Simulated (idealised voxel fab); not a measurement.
The process module that follows is named voxel fin reveal.
cross-section cut | 200 nm wide | cells 5 nm
A cross-section in this document is a grid of square cells, and it is written down as bands, the top band listed before the ones below it; a band is made up of one or more rows of cells. Band: top and bottom heights (nm) first, top before bottom; then materials from left to right, widths in nm. "throughout" marks a sole material filling the band edge to edge. "blank" denotes empty space. Zero point of the height axis is 0; under it, received wafer = one material. Lowest band: continues down indefinitely, "0 nm and below". Per-row width for "30..40": begins at first number (top row of band), ends at second number (bottom row), increment between rows held constant. Where the words "all unchanged" appear for a step, the cross-section shows no cell changed by that step; every cell remained as before. Listed in "Enclosed void catalog": every empty space of 8 or more cells without an open way to the top. Form: width x height at distance, the distance being from the left edge, all in nm. Read whatever lies past the settings on a step's line as the simulator's own remark about the step. overlay nm: for a step with a mask, the amount by which the mask lay right of where it was planned; a negative amount means left of it.

THE FOLLOWING LIST GIVES THE PLANNED PROCESS STEPS
- 1: RECEIVE: material Si
- 2: CONFORMAL_DEP: material SiN, thk nm 5
- 3: MASKED_ETCH: tone cover, mask id FINS, width nm 15, pitch nm 40, etch materials SiN, depth nm 5, overlay nm 0
- 4: MASKED_ETCH: tone cover, mask id FINS, width nm 15, pitch nm 40, etch materials Si, depth nm 40, overlay nm 0
- 5: OXIDIZE: depth nm 5
- 6: FILL_DEP: material SiO2, thk nm 5
- 7: CMP: height nm 5
- 8: SELECTIVE_ETCH: etch materials SiO2, depth nm 20
- 9: STRIP: etch materials SiN

WAFER AS RECEIVED: CROSS-SECTION FOLLOWING STEP 1
	0 nm and below  Si throughout
	Enclosed void catalog: none

HERE'S THE CROSS-SECTION OF THE FIRST OF OUR TWO WAFERS AT THE END OF THE MODULE - IT RAN AS PLANNED
	0 nm to -15 nm  blank: 55, then Si: 5, then blank: 35, then Si: 5, then blank: 35, then Si: 5, then blank: 60
	-15 nm to -45 nm  SiO2: 55, then Si: 5, then SiO2: 35, then Si: 5, then SiO2: 35, then Si: 5, then SiO2: 60
	-45 nm and below  Si throughout
	Enclosed void catalog: none

HERE IS THE SECOND OF THE TWO WAFERS CUT OPEN AT THE END OF THE MODULE - SAME START, SAME PLAN AS THE FIRST ONE, BUT WE MADE ONE MISTAKE RUNNING IT
	0 nm to -40 nm  blank: 50, then SiO2: 5, then Si: 5, then SiO2: 5, then blank: 25, then SiO2: 5, then Si: 5, then SiO2: 5, then blank: 25, then SiO2: 5, then Si: 5, then SiO2: 5, then blank: 55
	-40 nm to -45 nm  SiO2: 55, then Si: 5, then SiO2: 35, then Si: 5, then SiO2: 35, then Si: 5, then SiO2: 60
	-45 nm and below  Si throughout
	Enclosed void catalog: none
Against the plan, the run slipped here: step 6 was processed under conditions differing from the plan, specifically as FILL_DEP: material SiN, thk nm 5
Materials where the second wafer ends with more or fewer cells than the first: SiO2 -137
